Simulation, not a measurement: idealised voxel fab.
process module | voxel ribs on slabs
cross-section cut | 280 nm wide | cells 5 nm
A cross-section is a grid of square cells, given in bands from the top down. A band is one or more rows of cells.
Each band's line starts with the height of the band's top and of its bottom, in nm. Then come its materials from left to right, each with its width in nm. One material with "throughout" fills the band from edge to edge. "air" is empty space.
Height 0 is the level under which the wafer as received is all one material. The lowest band goes on downwards, as in "0 down".
A width such as "30 to 40" changes by the same amount from each row of cells to the next, from the band's top row to its bottom row.
"no change" after a step means that no cell of the cross-section changed.
closed voids: empty space of 8 cells or more with no open way to the top, each as width x height at its distance from the left edge, in nm
after a step's settings: what the simulator itself notes on the step
overlay nm, on a step with a mask: how far to the right of its planned place the mask lay; to the left if negative
plan
1 op RECEIVE | material Si
2 op DIRECTIONAL_DEP | material SiO2 | thk nm 25
3 op DIRECTIONAL_DEP | material polySi | thk nm 15
4 op DIRECTIONAL_DEP | material aC | thk nm 10
5 op PATTERN | tone cover | mask id RIB | material resist | width nm 15 | thk nm 30 | overlay nm 0
6 op DIRECTIONAL_ETCH | etch materials aC | depth nm 10
7 op STRIP | etch materials resist
8 op DIRECTIONAL_ETCH | etch materials polySi | depth nm 10
9 op STRIP | etch materials aC
10 op MASKED_ETCH | tone cover | mask id SLAB | width nm 45 | etch materials polySi | depth nm 5 | overlay nm 0
11 op FILL_DEP | material SiO2 | thk nm 15
12 op CMP | height nm 50
13 op DIRECTIONAL_DEP | material TiN | thk nm 5
14 op MASKED_ETCH | tone cover | mask id HEATER | width nm 25 | etch materials TiN | depth nm 5 | overlay nm 0
15 op CONFORMAL_DEP | material SiO2 | thk nm 10
as received, after step 1
  0 down: Si throughout
  closed voids: none
first wafer at the end, as planned
  65 to 60: air 115 | SiO2 45 | air 120
  60 to 55: SiO2 throughout
  55 to 50: SiO2 125 | TiN 25 | SiO2 130
  50 to 40: SiO2 throughout
  40 to 30: SiO2 130 | polySi 15 | SiO2 135
  30 to 25: SiO2 115 | polySi 45 | SiO2 120
  25 to 0: SiO2 throughout
  0 down: Si throughout
  closed voids: none
second wafer at the end: like start, like plan, one mistake
  65 to 60: air 115 | SiO2 45 | air 120
  60 to 55: SiO2 throughout
  55 to 50: SiO2 125 | TiN 25 | SiO2 130
  50 to 40: SiO2 130 to 115 | polySi 15 to 45 | SiO2 135 to 120
  40 to 25: polySi throughout
  25 to 0: SiO2 throughout
  0 down: Si throughout
  closed voids: none
what went wrong: step 3 was run twice
at the end the second wafer has, in cells: 165 fewer of SiO2 | 165 more of polySi
